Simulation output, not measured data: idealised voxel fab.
The document below concerns the process module designated voxel gate over fins.
Square cells of 5 nm make up the cross-section cut, whose width is 290 nm.
Cross-section = grid of square cells, listed top down in bands; band = one or more rows.
Each band's line starts with the height of the band's top and of its bottom, in nm. Then come its materials from left to right, each with its width in nm. One material with "throughout" fills the band from edge to edge. "empty" is empty space.
Height reference: 0 = level under which incoming wafer is all one material. Lowest band: no bottom, runs on downward, e.g. "0 and below".
With a width like "30->40", each row of cells in the band differs from the next by the same amount, the top row carrying the first number and the bottom row the second.
What does "all unchanged" mean for a step? It means no cell of the cross-section changed in that step.
Entry "Non-vented voids". Content: empty spaces with no open connection to the top, size 8 cells or greater. Each: width x height at distance. Distance: from left edge. Unit: nm.
Anything after a step's settings on that line? It's the simulator's own note about the step.
overlay nm: mask right of planned place by this much (step with mask). Neg. = left.

[The process steps that were planned are listed below]
1) op RECEIVE | material Si
2) op CONFORMAL_DEP | material SiN | thk nm 10
3) op PATTERN | tone cover | mask id FINS | material resist | width nm 15 | pitch nm 35 | thk nm 20 | overlay nm 0
4) op DIRECTIONAL_ETCH | etch materials SiN | depth nm 10
5) op DIRECTIONAL_ETCH | etch materials Si | depth nm 35
6) op STRIP | etch materials resist
7) op OXIDIZE | depth nm 5
8) op FILL_DEP | material SiO2 | thk nm 10
9) op CMP | height nm 10
10) op SELECTIVE_ETCH | etch materials SiO2 | depth nm 25
11) op STRIP | etch materials SiN
12) op CONFORMAL_DEP | material HfO2 | thk nm 5
13) op CONFORMAL_DEP | material TiN | thk nm 5
14) op FILL_DEP | material W | thk nm 10
15) op CMP | height nm 15
16) op CONFORMAL_DEP | material SiCN | thk nm 10

[So, the first of our two wafers, run just as we planned it]

[Cross-section of the wafer at receipt, which is the condition after step 1]
    0 and below  Si throughout
    Non-vented voids: none

[Wafer after step 2 (cross-section)]
    10 down to 0  SiN throughout
    Nothing below the height 0 has changed.

[Wafer after step 3 (cross-section)]
    30 down to 10  120 nm empty, then 15 nm resist, then 20 nm empty, then 15 nm resist, then 120 nm empty
    Nothing below the height 10 has changed.

[Wafer after step 4 (cross-section)]
    30 down to 10  120 nm empty, then 15 nm resist, then 20 nm empty, then 15 nm resist, then 120 nm empty
    10 down to 0  120 nm empty, then 15 nm SiN, then 20 nm empty, then 15 nm SiN, then 120 nm empty
    Nothing below the height 0 has changed.

[Wafer after step 5 (cross-section)]
    30 down to 10  120 nm empty, then 15 nm resist, then 20 nm empty, then 15 nm resist, then 120 nm empty
    10 down to 0  120 nm empty, then 15 nm SiN, then 20 nm empty, then 15 nm SiN, then 120 nm empty
    0 down to -35  120 nm empty, then 15 nm Si, then 20 nm empty, then 15 nm Si, then 120 nm empty
    Nothing below the height -35 has changed.

[Wafer after step 6 (cross-section)]
    10 down to 0  120 nm empty, then 15 nm SiN, then 20 nm empty, then 15 nm SiN, then 120 nm empty
    Nothing below the height 0 has changed.

[Wafer after step 7 (cross-section)]
    10 down to 0  120 nm empty, then 15 nm SiN, then 20 nm empty, then 15 nm SiN, then 120 nm empty
    0 down to -35  120 nm empty, then 5 nm SiO2, then 5 nm Si, then 5 nm SiO2, then 20 nm empty, then 5 nm SiO2, then 5 nm Si, then 5 nm SiO2, then 120 nm empty
    -35 down to -40  125 nm SiO2, then 5 nm Si, then 30 nm SiO2, then 5 nm Si, then 125 nm SiO2
    Nothing below the height -40 has changed.

[Wafer after step 8 (cross-section)]
    20 down to 10  SiO2 throughout
    10 down to 0  120 nm SiO2, then 15 nm SiN, then 20 nm SiO2, then 15 nm SiN, then 120 nm SiO2
    0 down to -40  125 nm SiO2, then 5 nm Si, then 30 nm SiO2, then 5 nm Si, then 125 nm SiO2
    Nothing below the height -40 has changed.

[Wafer after step 9 (cross-section)]
    10 down to 0  120 nm SiO2, then 15 nm SiN, then 20 nm SiO2, then 15 nm SiN, then 120 nm SiO2
    Nothing below the height 0 has changed.

[Wafer after step 10 (cross-section)]
    10 down to 0  120 nm empty, then 15 nm SiN, then 20 nm empty, then 15 nm SiN, then 120 nm empty
    0 down to -15  125 nm empty, then 5 nm Si, then 30 nm empty, then 5 nm Si, then 125 nm empty
    Nothing below the height -15 has changed.

[Wafer after step 11 (cross-section)]
    0 down to -15  125 nm empty, then 5 nm Si, then 30 nm empty, then 5 nm Si, then 125 nm empty
    Nothing below the height -15 has changed.

[Wafer after step 12 (cross-section)]
    5 down to 0  120 nm empty, then 15 nm HfO2, then 20 nm empty, then 15 nm HfO2, then 120 nm empty
    0 down to -10  120 nm empty, then 5 nm HfO2, then 5 nm Si, then 5 nm HfO2, then 20 nm empty, then 5 nm HfO2, then 5 nm Si, then 5 nm HfO2, then 120 nm empty
    -10 down to -15  125 nm HfO2, then 5 nm Si, then 30 nm HfO2, then 5 nm Si, then 125 nm HfO2
    Nothing below the height -15 has changed.

[Wafer after step 13 (cross-section)]
    10 down to 5  115 nm empty, then 25 nm TiN, then 10 nm empty, then 25 nm TiN, then 115 nm empty
    5 down to 0  115 nm empty, then 5 nm TiN, then 15 nm HfO2, then 5 nm TiN, then 10 nm empty, then 5 nm TiN, then 15 nm HfO2, then 5 nm TiN, then 115 nm empty
    0 down to -5  115 nm empty, then 5 nm TiN, then 5 nm HfO2, then 5 nm Si, then 5 nm HfO2, then 5 nm TiN, then 10 nm empty, then 5 nm TiN, then 5 nm HfO2, then 5 nm Si, then 5 nm HfO2, then 5 nm TiN, then 115 nm empty
    -5 down to -10  120 nm TiN, then 5 nm HfO2, then 5 nm Si, then 5 nm HfO2, then 20 nm TiN, then 5 nm HfO2, then 5 nm Si, then 5 nm HfO2, then 120 nm TiN
    Nothing below the height -10 has changed.

[Wafer after step 14 (cross-section)]
    20 down to 10  W throughout
    10 down to 5  115 nm W, then 25 nm TiN, then 10 nm W, then 25 nm TiN, then 115 nm W
    5 down to 0  115 nm W, then 5 nm TiN, then 15 nm HfO2, then 5 nm TiN, then 10 nm W, then 5 nm TiN, then 15 nm HfO2, then 5 nm TiN, then 115 nm W
    0 down to -5  115 nm W, then 5 nm TiN, then 5 nm HfO2, then 5 nm Si, then 5 nm HfO2, then 5 nm TiN, then 10 nm W, then 5 nm TiN, then 5 nm HfO2, then 5 nm Si, then 5 nm HfO2, then 5 nm TiN, then 115 nm W
    Nothing below the height -5 has changed.

[Wafer after step 15 (cross-section)]
    15 down to 10  W throughout
    Nothing below the height 10 has changed.

[Wafer after step 16 (cross-section)]
    25 down to 15  SiCN throughout
    Nothing below the height 15 has changed.

[Second Wafer (Identical Start and Plan, One Processing Error; Matches First Wafer Through Step 2)]

[when step 3 should have ended]
    30 down to 10  120 nm resist, then 15 nm empty, then 20 nm resist, then 15 nm empty, then 120 nm resist
    Nothing below the height 10 has changed.

[when step 4 should have ended]
    30 down to 10  120 nm resist, then 15 nm empty, then 20 nm resist, then 15 nm empty, then 120 nm resist
    10 down to 0  120 nm SiN, then 15 nm empty, then 20 nm SiN, then 15 nm empty, then 120 nm SiN
    Nothing below the height 0 has changed.

[when step 5 should have ended]
    30 down to 10  120 nm resist, then 15 nm empty, then 20 nm resist, then 15 nm empty, then 120 nm resist
    10 down to 0  120 nm SiN, then 15 nm empty, then 20 nm SiN, then 15 nm empty, then 120 nm SiN
    0 down to -35  120 nm Si, then 15 nm empty, then 20 nm Si, then 15 nm empty, then 120 nm Si
    Nothing below the height -35 has changed.

[when step 6 should have ended]
    10 down to 0  120 nm SiN, then 15 nm empty, then 20 nm SiN, then 15 nm empty, then 120 nm SiN
    Nothing below the height 0 has changed.

[when step 7 should have ended]
    10 down to 0  120 nm SiN, then 15 nm empty, then 20 nm SiN, then 15 nm empty, then 120 nm SiN
    0 down to -35  115 nm Si, then 5 nm SiO2, then 15 nm empty, then 5 nm SiO2, then 10 nm Si, then 5 nm SiO2, then 15 nm empty, then 5 nm SiO2, then 115 nm Si
    -35 down to -40  115 nm Si, then 25 nm SiO2, then 10 nm Si, then 25 nm SiO2, then 115 nm Si
    Nothing below the height -40 has changed.

[when step 8 should have ended]
    20 down to 10  SiO2 throughout
    10 down to 0  120 nm SiN, then 15 nm SiO2, then 20 nm SiN, then 15 nm SiO2, then 120 nm SiN
    0 down to -40  115 nm Si, then 25 nm SiO2, then 10 nm Si, then 25 nm SiO2, then 115 nm Si
    Nothing below the height -40 has changed.

[when step 9 should have ended]
    10 down to 0  120 nm SiN, then 15 nm SiO2, then 20 nm SiN, then 15 nm SiO2, then 120 nm SiN
    Nothing below the height 0 has changed.

[when step 10 should have ended]
    10 down to 0  120 nm SiN, then 15 nm empty, then 20 nm SiN, then 15 nm empty, then 120 nm SiN
    0 down to -15  115 nm Si, then 25 nm empty, then 10 nm Si, then 25 nm empty, then 115 nm Si
    Nothing below the height -15 has changed.

[when step 11 should have ended]
    0 down to -15  115 nm Si, then 25 nm empty, then 10 nm Si, then 25 nm empty, then 115 nm Si
    Nothing below the height -15 has changed.

[when step 12 should have ended]
    5 down to 0  120 nm HfO2, then 15 nm empty, then 20 nm HfO2, then 15 nm empty, then 120 nm HfO2
    0 down to -10  115 nm Si, then 5 nm HfO2, then 15 nm empty, then 5 nm HfO2, then 10 nm Si, then 5 nm HfO2, then 15 nm empty, then 5 nm HfO2, then 115 nm Si
    -10 down to -15  115 nm Si, then 25 nm HfO2, then 10 nm Si, then 25 nm HfO2, then 115 nm Si
    Nothing below the height -15 has changed.

[when step 13 should have ended]
    10 down to 5  125 nm TiN, then 5 nm empty, then 30 nm TiN, then 5 nm empty, then 125 nm TiN
    5 down to 0  120 nm HfO2, then 5 nm TiN, then 5 nm empty, then 5 nm TiN, then 20 nm HfO2, then 5 nm TiN, then 5 nm empty, then 5 nm TiN, then 120 nm HfO2
    0 down to -5  115 nm Si, then 5 nm HfO2, then 5 nm TiN, then 5 nm empty, then 5 nm TiN, then 5 nm HfO2, then 10 nm Si, then 5 nm HfO2, then 5 nm TiN, then 5 nm empty, then 5 nm TiN, then 5 nm HfO2, then 115 nm Si
    -5 down to -10  115 nm Si, then 5 nm HfO2, then 15 nm TiN, then 5 nm HfO2, then 10 nm Si, then 5 nm HfO2, then 15 nm TiN, then 5 nm HfO2, then 115 nm Si
    Nothing below the height -10 has changed.

[when step 14 should have ended]
    20 down to 10  W throughout
    10 down to 5  125 nm TiN, then 5 nm W, then 30 nm TiN, then 5 nm W, then 125 nm TiN
    5 down to 0  120 nm HfO2, then 5 nm TiN, then 5 nm W, then 5 nm TiN, then 20 nm HfO2, then 5 nm TiN, then 5 nm W, then 5 nm TiN, then 120 nm HfO2
    0 down to -5  115 nm Si, then 5 nm HfO2, then 5 nm TiN, then 5 nm W, then 5 nm TiN, then 5 nm HfO2, then 10 nm Si, then 5 nm HfO2, then 5 nm TiN, then 5 nm W, then 5 nm TiN, then 5 nm HfO2, then 115 nm Si
    Nothing below the height -5 has changed.

[when step 15 should have ended]
    15 down to 10  W throughout
    Nothing below the height 10 has changed.

[when step 16 should have ended]
    25 down to 15  SiCN throughout
    Nothing below the height 15 has changed.
The plan and the run diverged here: contrary to plan, step 3 was performed as op PATTERN | tone open | mask id FINS | material resist | width nm 15 | pitch nm 35 | thk nm 20 | overlay nm 0
It is noted that, at the conclusion of processing, the second wafer exhibits a higher or lower cell count for certain materials relative to the first: Si: 368 more, SiO2: 230 fewer, W: 138 fewer
